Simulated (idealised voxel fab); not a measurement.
process module | voxel local oxidation
cross-section cut | 255 nm wide | cells 5 nm
A cross-section is a grid of square cells, given in bands from the top down. A band is one or more rows of cells.
Each band's line starts with the height of the band's top and of its bottom, in nm. Then come its materials from left to right, each with its width in nm. One material with "throughout" fills the band from edge to edge. "air" is empty space.
Height 0 is the level under which the wafer as received is all one material. The lowest band goes on downwards, as in "0 down".
A width such as "30 to 40" changes by the same amount from each row of cells to the next, from the band's top row to its bottom row.
"no change" after a step means that no cell of the cross-section changed.
closed voids: empty space of 8 cells or more with no open way to the top, each as width x height at its distance from the left edge, in nm
after a step's settings: what the simulator itself notes on the step
overlay nm, on a step with a mask: how far to the right of its planned place the mask lay; to the left if negative
plan
1 op RECEIVE | material Si
2 op CONFORMAL_DEP | material SiO2 | thk nm 5
3 op CONFORMAL_DEP | material SiN | thk nm 10
4 op PATTERN | tone cover | mask id ACTIVE | material resist | width nm 95 | pitch nm 120 | thk nm 20 | overlay nm -5
5 op DIRECTIONAL_ETCH | etch materials SiN | depth nm 10
6 op STRIP | etch materials resist
7 op SELECTIVE_ETCH | etch materials SiO2 | depth nm 5
8 op OXIDIZE | depth nm 10
9 op STRIP | etch materials SiN
varied across the wafers: overlay nm of step 4. The plan shows the first wafer's value. All wafers start alike
first wafer as received, after step 1
  0 down: Si throughout
  closed voids: none
first wafer at the end, after step 9
  5 to 0: air 20 | SiO2 85 | air 35 | SiO2 85 | air 30
  0 to -10: SiO2 30 | Si 65 | SiO2 55 | Si 65 | SiO2 40
  -10 down: Si throughout
  closed voids: none
last wafer at the end
  5 to 0: air 30 | SiO2 85 | air 35 | SiO2 85 | air 20
  0 to -10: SiO2 40 | Si 65 | SiO2 55 | Si 65 | SiO2 30
  -10 down: Si throughout
  closed voids: none
each wafer at the end: cells of each material gained (+) or lost (-) since it was received, then its closed voids
overlay nm -5 | -50 Si | +84 SiO2 | closed voids: none
overlay nm 0 | -50 Si | +84 SiO2 | closed voids: none
overlay nm 5 | -50 Si | +84 SiO2 | closed voids: none
